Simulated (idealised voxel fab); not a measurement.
This is a process module. Its name is voxel wiring stack.
This is section cut - it's 260 nm across, gridded in 5 nm square cells.
Heads up, the way a cross-section reads in here is a grid of square cells, handed over as bands from the top down, with every band being one or more rows of cells.
Band entry format. Leading values: height of top, height of bottom, nm. Remainder: materials in left-to-right order, each with its width in nm. Special words: "full width" on a single material, which then fills the band edge to edge; "air", empty space.
A quick word on heights: they are counted from 0, and under that level the wafer as it came to us is one material throughout. The lowest band is different from the rest in having no bottom; it simply continues downward, written as in "0 down".
The width entry "30 to 40" should be interpreted row by row: the top row of cells in the band takes the first number, the bottom row takes the second number, and the change between adjacent rows is uniform throughout.
"nothing altered", as given for a step, is the statement that not any cell of the cross-section underwent a change during that step.
"Closed voids list": empty spaces of 8 cells or more with no open way to the top, each given as width x height at distance, distance from the left edge, all in nm.
Past the settings on a step's line: simulator remark, on that step.
The line of a step may include "overlay nm". On a step with a mask, this value is how far to the right of its planned place the mask lay. A negative value means the mask lay to the left.
## Planned process steps
1 RECEIVE,material Si
2 CONFORMAL_DEP,material SiO2,thk nm 10
3 DIRECTIONAL_DEP,material TiN,thk nm 5
4 DIRECTIONAL_DEP,material Ru,thk nm 20
5 PATTERN,tone cover,mask id METAL_1,material resist,width nm 30,pitch nm 50,thk nm 20,overlay nm 0
6 DIRECTIONAL_ETCH,etch materials Ru,depth nm 20
7 DIRECTIONAL_ETCH,etch materials TiN,depth nm 5
8 STRIP,etch materials resist
9 FILL_DEP,material SiO2,thk nm 5
10 CMP,height nm 35
11 CONFORMAL_DEP,material SiCN,thk nm 5
12 DIRECTIONAL_DEP,material SiO2,thk nm 10
13 DIRECTIONAL_DEP,material aC,thk nm 10
14 PATTERN,tone open,mask id PLUG_1,material resist,width nm 15,pitch nm 50,thk nm 25,overlay nm 0
15 DIRECTIONAL_ETCH,etch materials aC,depth nm 10
16 STRIP,etch materials resist
17 DIRECTIONAL_ETCH,etch materials SiO2,depth nm 10
18 DIRECTIONAL_ETCH,etch materials SiCN,depth nm 5
19 STRIP,etch materials aC
20 EPI,material Ru,thk nm 10
21 EPI,material Ru,thk nm 5
22 DIRECTIONAL_DEP,material TiN,thk nm 5
23 DIRECTIONAL_DEP,material Ru,thk nm 25
24 DIRECTIONAL_DEP,material aC,thk nm 10
25 PATTERN,tone cover,mask id METAL_2,material resist,width nm 30,pitch nm 50,thk nm 30,overlay nm 0
26 DIRECTIONAL_ETCH,etch materials aC,depth nm 10
27 STRIP,etch materials resist
28 DIRECTIONAL_ETCH,etch materials Ru,depth nm 25
29 DIRECTIONAL_ETCH,etch materials TiN,depth nm 5
30 STRIP,etch materials aC
31 FILL_DEP,material SiO2,thk nm 10
32 CMP,height nm 80
33 CONFORMAL_DEP,material SiCN,thk nm 5
34 DIRECTIONAL_DEP,material lowk,thk nm 25
35 DIRECTIONAL_DEP,material aC,thk nm 15
36 PATTERN,tone open,mask id METAL_3_HOLES,material resist,width nm 15,pitch nm 50,thk nm 35,overlay nm 0
37 DIRECTIONAL_ETCH,etch materials aC,depth nm 15
38 STRIP,etch materials resist
39 DIRECTIONAL_ETCH,etch materials lowk,depth nm 25
40 STRIP,etch materials aC
41 DIRECTIONAL_DEP,material aC,thk nm 10
42 PATTERN,tone open,mask id METAL_3,material resist,width nm 30,pitch nm 50,thk nm 25,overlay nm 0
43 DIRECTIONAL_ETCH,etch materials aC,depth nm 10
44 STRIP,etch materials resist
45 DIRECTIONAL_ETCH,etch materials lowk,depth nm 15
46 DIRECTIONAL_ETCH,etch materials SiCN,depth nm 5
47 STRIP,etch materials aC
48 CONFORMAL_DEP,material TiN,thk nm 5
49 FILL_DEP,material Cu,thk nm 5
50 CMP,height nm 110
51 CONFORMAL_DEP,material SiCN,thk nm 5
52 DIRECTIONAL_DEP,material SiO2,thk nm 15
53 DIRECTIONAL_DEP,material aC,thk nm 10
54 PATTERN,tone open,mask id PLUG_3,material resist,width nm 15,pitch nm 50,thk nm 25,overlay nm 0
55 DIRECTIONAL_ETCH,etch materials aC,depth nm 10
56 STRIP,etch materials resist
57 DIRECTIONAL_ETCH,etch materials SiO2,depth nm 15
58 DIRECTIONAL_ETCH,etch materials SiCN,depth nm 5
59 STRIP,etch materials aC
60 EPI,material Ru,thk nm 10
61 EPI,material Ru,thk nm 10
62 DIRECTIONAL_DEP,material TiN,thk nm 5
63 DIRECTIONAL_DEP,material Ru,thk nm 20
64 MASKED_ETCH,tone cover,mask id METAL_4,width nm 30,pitch nm 50,etch materials Ru,depth nm 20,overlay nm 0
65 MASKED_ETCH,tone cover,mask id METAL_4,width nm 30,pitch nm 50,etch materials TiN,depth nm 5,overlay nm 0
66 FILL_DEP,material SiO2,thk nm 5
67 CMP,height nm 155
68 CONFORMAL_DEP,material SiCN,thk nm 5
## Received-state cross-section, reflecting completion of step 1
* 0 down: Si full width
* Closed voids list: none
## Final cross-section, module run with one mistake (start and plan as above)
* 160 to 155: SiCN full width
* 155 to 135: SiO2 40 nm / Ru 30 nm / SiO2 20 nm / Ru 30 nm / SiO2 20 nm / Ru 30 nm / SiO2 20 nm / Ru 30 nm / SiO2 40 nm
* 135 to 130: SiO2 40 nm / TiN 30 nm / SiO2 20 nm / TiN 30 nm / SiO2 20 nm / TiN 30 nm / SiO2 20 nm / TiN 30 nm / SiO2 40 nm
* 130 to 115: SiO2 40 nm / Ru 15 nm / SiO2 35 nm / Ru 15 nm / SiO2 35 nm / Ru 15 nm / SiO2 35 nm / Ru 15 nm / SiO2 55 nm
* 115 to 110: SiCN 40 nm / Ru 15 nm / SiCN 35 nm / Ru 15 nm / SiCN 35 nm / Ru 15 nm / SiCN 35 nm / Ru 15 nm / SiCN 55 nm
* 110 to 100: lowk 40 nm / TiN 5 nm / Cu 20 nm / TiN 5 nm / lowk 20 nm / TiN 5 nm / Cu 20 nm / TiN 5 nm / lowk 20 nm / TiN 5 nm / Cu 20 nm / TiN 5 nm / lowk 20 nm / TiN 5 nm / Cu 20 nm / TiN 5 nm / lowk 40 nm
* 100 to 95: lowk 40 nm / TiN 5 nm / Cu 5 nm / TiN 20 nm / lowk 20 nm / TiN 5 nm / Cu 5 nm / TiN 20 nm / lowk 20 nm / TiN 5 nm / Cu 5 nm / TiN 20 nm / lowk 20 nm / TiN 5 nm / Cu 5 nm / TiN 20 nm / lowk 40 nm
* 95 to 85: lowk 40 nm / TiN 5 nm / Cu 5 nm / TiN 5 nm / lowk 35 nm / TiN 5 nm / Cu 5 nm / TiN 5 nm / lowk 35 nm / TiN 5 nm / Cu 5 nm / TiN 5 nm / lowk 35 nm / TiN 5 nm / Cu 5 nm / TiN 5 nm / lowk 55 nm
* 85 to 80: SiCN 40 nm / TiN 15 nm / SiCN 35 nm / TiN 15 nm / SiCN 35 nm / TiN 15 nm / SiCN 35 nm / TiN 15 nm / SiCN 55 nm
* 80 to 55: SiO2 40 nm / Ru 30 nm / SiO2 20 nm / Ru 30 nm / SiO2 20 nm / Ru 30 nm / SiO2 20 nm / Ru 30 nm / SiO2 40 nm
* 55 to 50: SiO2 40 nm / TiN 30 nm / SiO2 20 nm / TiN 30 nm / SiO2 20 nm / TiN 30 nm / SiO2 20 nm / TiN 30 nm / SiO2 40 nm
* 50 to 40: SiO2 30 nm / Ru 15 nm / SiO2 35 nm / Ru 15 nm / SiO2 35 nm / Ru 15 nm / SiO2 35 nm / Ru 15 nm / SiO2 65 nm
* 40 to 35: SiCN 30 nm / Ru 15 nm / SiCN 35 nm / Ru 15 nm / SiCN 35 nm / Ru 15 nm / SiCN 35 nm / Ru 15 nm / SiCN 65 nm
* 35 to 15: SiO2 40 nm / Ru 30 nm / SiO2 20 nm / Ru 30 nm / SiO2 20 nm / Ru 30 nm / SiO2 20 nm / Ru 30 nm / SiO2 40 nm
* 15 to 10: SiO2 40 nm / TiN 30 nm / SiO2 20 nm / TiN 30 nm / SiO2 20 nm / TiN 30 nm / SiO2 20 nm / TiN 30 nm / SiO2 40 nm
* 10 to 0: SiO2 full width
* 0 down: Si full width
* Closed voids list: none
Which mistake was made when the wafer was run? step 14 ran differently from the plan; actual operation with settings: PATTERN,tone open,mask id PLUG_1,material resist,width nm 15,pitch nm 50,thk nm 25,overlay nm -10
